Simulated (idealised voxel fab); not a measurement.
Documented hereafter: the process module known as voxel quadruple lines.
Shown is cross-section cut, with a width of 275 nm and square cells of size 5 nm.
Reading order for cross-sections: top band down to bottom band. Underlying form: a grid of square cells. Band size: one or more rows of cells.
Band: top height; bottom height; in nm. Then, left to right: material with width in nm, for each material. "edge to edge": a single material spanning edge to edge. "empty": empty space.
Heights are reckoned from 0. Under this level, the received wafer is all of one material. The bottommost band is open-ended downward, for example "0 down".
You'd read "30->40" like this: the band's top row of cells is as wide as the first number, its bottom row is as wide as the second, and going down, every row changes width by the same amount as the row before did.
The designation "stayed the same", where it is given for a processing step, indicates that no cell of the cross-section was altered in the course of that step.
The entry titled "Closed voids list" provides the empty spaces that have no open way to the top, restricted to those of 8 cells or more. Each is presented as width x height at distance, the distance being measured from the left edge, with all three in nm.
Post-settings text on a step line: simulator's own remark regarding the step.
The "overlay nm" setting may appear on a step's line; for a step that uses a mask, it gives how far to the right of its planned position the mask lay, and a negative value indicates the left.
**Steps planned for the process**
- 1: RECEIVE | material Si
- 2: CONFORMAL_DEP | material SiO2 | thk nm 10
- 3: DIRECTIONAL_DEP | material W | thk nm 10
- 4: DIRECTIONAL_DEP | material polySi | thk nm 15
- 5: DIRECTIONAL_DEP | material aC | thk nm 25
- 6: PATTERN | tone cover | mask id MANDREL | material resist | width nm 30 | thk nm 35 | overlay nm 0
- 7: DIRECTIONAL_ETCH | etch materials aC | depth nm 25
- 8: STRIP | etch materials resist
- 9: CONFORMAL_DEP | material SiO2 | thk nm 10
- 10: DIRECTIONAL_ETCH | etch materials SiO2 | depth nm 10
- 11: STRIP | etch materials aC
- 12: DIRECTIONAL_ETCH | etch materials polySi | depth nm 15
- 13: STRIP | etch materials SiO2
- 14: CONFORMAL_DEP | material SiCN | thk nm 10
- 15: DIRECTIONAL_ETCH | etch materials SiCN | depth nm 10
- 16: STRIP | etch materials polySi
- 17: DIRECTIONAL_ETCH | etch materials W | depth nm 10
- 18: STRIP | etch materials SiCN
**Cross-section of the wafer at receipt, which is the condition after step 1**
	0 down | Si edge to edge
	Closed voids list: none
**First wafer of two, sectioned at end of module; run went per plan**
	20 to 10 | empty 100 | W 10 | empty 10 | W 10 | empty 10 | W 10 | empty 10 | W 10 | empty 105
	10 to 0 | SiO2 edge to edge
	0 down | Si edge to edge
	Closed voids list: none
**Second wafer of the two, sectioned at the end of the module. It began like the first and followed the same plan, but one mistake was made while running it**
	60 to 45 | empty 110 | W 10 | aC 30 | W 10 | empty 115
	45 to 35 | empty 100 | W 20 | aC 30 | W 20 | empty 105
	35 to 20 | polySi edge to edge
	20 to 10 | W edge to edge
	10 to 0 | SiO2 edge to edge
	0 down | Si edge to edge
	Closed voids list: none
Which mistake was made when the wafer was run? step 9 deviated from plan and actually ran as CONFORMAL_DEP | material W | thk nm 10
Final cells, second wafer relative to first, materials higher or lower: +122 W | +30 aC | +165 polySi
